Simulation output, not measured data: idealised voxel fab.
process module | voxel trench capacitor
cross-section cut | 245 nm wide | cells 5 nm
A cross-section is a grid of square cells, given in bands from the top down. A band is one or more rows of cells.
Each band's line starts with the height of the band's top and of its bottom, in nm. Then come its materials from left to right, each with its width in nm. One material with "throughout" fills the band from edge to edge. "air" is empty space.
Height 0 is the level under which the wafer as received is all one material. The lowest band goes on downwards, as in "0 down".
A width such as "30 to 40" changes by the same amount from each row of cells to the next, from the band's top row to its bottom row.
"no change" after a step means that no cell of the cross-section changed.
closed voids: empty space of 8 cells or more with no open way to the top, each as width x height at its distance from the left edge, in nm
after a step's settings: what the simulator itself notes on the step
overlay nm, on a step with a mask: how far to the right of its planned place the mask lay; to the left if negative
plan
1 op RECEIVE | material Si
2 op CONFORMAL_DEP | material SiN | thk nm 10
3 op DIRECTIONAL_DEP | material aC | thk nm 10
4 op PATTERN | tone open | mask id TRENCH | material resist | width nm 15 | pitch nm 40 | thk nm 30 | overlay nm 0
5 op DIRECTIONAL_ETCH | etch materials aC | depth nm 10
6 op STRIP | etch materials resist
7 op DIRECTIONAL_ETCH | etch materials SiN | depth nm 10
8 op DIRECTIONAL_ETCH | etch materials Si | depth nm 35
9 op STRIP | etch materials aC
10 op CONFORMAL_DEP | material Al2O3 | thk nm 5
11 op FILL_DEP | material polySi | thk nm 10
12 op CMP | height nm 10
as received, after step 1
  0 down: Si throughout
  closed voids: none
a wafer at the end: this start, this plan, one mistake
  10 to 0: SiN 80 | Al2O3 5 | polySi 5 | Al2O3 5 | SiN 25 | Al2O3 5 | polySi 5 | Al2O3 5 | SiN 25 | Al2O3 5 | polySi 5 | Al2O3 5 | SiN 70
  0 to -30: Si 80 | Al2O3 5 | polySi 5 | Al2O3 5 | Si 25 | Al2O3 5 | polySi 5 | Al2O3 5 | Si 25 | Al2O3 5 | polySi 5 | Al2O3 5 | Si 70
  -30 to -35: Si 80 | Al2O3 15 | Si 25 | Al2O3 15 | Si 25 | Al2O3 15 | Si 70
  -35 down: Si throughout
  closed voids: none
what went wrong: step 4 ran as: op PATTERN | tone open | mask id TRENCH | material resist | width nm 15 | pitch nm 40 | thk nm 30 | overlay nm 5
